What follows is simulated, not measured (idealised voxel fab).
The following process module bears the name voxel self aligned contacts.
Pictured: cross-section cut, 265 nm wide, on a grid of 5 nm square cells.
Cross-section = grid of square cells, listed top down in bands; band = one or more rows. For a band, the entry starts with two heights in nm, that of the top and then that of the bottom, and carries on with the band's materials in order from left to right, each alongside its width in nm; the word "full width" beside a single material means it fills the band edge to edge, and "blank" means empty space. Heights are reckoned from 0. Under this level, the received wafer is all of one material. The bottommost band is open-ended downward, for example "0 and below". Graded width ("30 to 40"): value in top row of band = first number; value in bottom row = second number; row-to-row change constant. When a step is marked "nothing was modified", none of the cells in the cross-section changed during that step. The list in "Closed void listing" covers empty spaces of 8 cells or more that cannot reach the top through any open way, and it gives each as width x height at distance; the distance is from the left edge, and width, height and distance are in nm. Formally, on a step line, whatever follows the settings is a remark that the simulator itself makes on the step. "overlay nm", when on a step's line for a step with a mask, measures how far to the right of its planned place the mask lay; a negative measure means to the left.
## This section lists the process steps that were planned
1. RECEIVE | material Si
2. OXIDIZE | depth nm 5
3. DIRECTIONAL_DEP | material polySi | thk nm 20
4. DIRECTIONAL_DEP | material SiN | thk nm 20
5. MASKED_ETCH | tone cover | mask id GATE | width nm 35 | pitch nm 60 | etch materials SiN | depth nm 10 | overlay nm 0
6. MASKED_ETCH | tone cover | mask id GATE | width nm 35 | pitch nm 60 | etch materials polySi | depth nm 20 | overlay nm 0
7. CONFORMAL_DEP | material SiN | thk nm 5
8. DIRECTIONAL_ETCH | etch materials SiN | depth nm 5
9. FILL_DEP | material SiO2 | thk nm 10
10. CMP | height nm 45
11. PATTERN | tone open | mask id CONTACT | material resist | width nm 45 | thk nm 20 | overlay nm 0
12. DIRECTIONAL_ETCH | etch materials SiO2 | depth nm 50
13. STRIP | etch materials resist
14. CONFORMAL_DEP | material TiN | thk nm 5
15. FILL_DEP | material W | thk nm 10
16. CMP | height nm 45
17. CONFORMAL_DEP | material SiN | thk nm 5
Split variable: depth nm, step 5. Plan value = first wafer. Wafers start alike.
## After step 1, as received: first of several wafers, cross-section
- 0 and below = Si full width
- Closed void listing: none
## Every row in this table is a wafer at the end of the module, and it gives, for each of the materials, the cells that wafer has gained (+) or lost (-) since it was received, then its closed voids
depth nm 10; -53 Si; +195 SiN; +161 SiO2; +13 TiN; +2 W; +212 polySi; Closed void listing: none
depth nm 15; -53 Si; +160 SiN; +193 SiO2; +15 TiN; +3 W; +212 polySi; Closed void listing: none
depth nm 20; -53 Si; +141 SiN; +350 SiO2; +27 TiN; +9 W; +56 polySi; Closed void listing: none
depth nm 25; -53 Si; +141 SiN; +350 SiO2; +27 TiN; +9 W; +56 polySi; Closed void listing: none
depth nm 30; -53 Si; +141 SiN; +350 SiO2; +27 TiN; +9 W; +56 polySi; Closed void listing: none
depth nm 35; -53 Si; +141 SiN; +350 SiO2; +27 TiN; +9 W; +56 polySi; Closed void listing: none
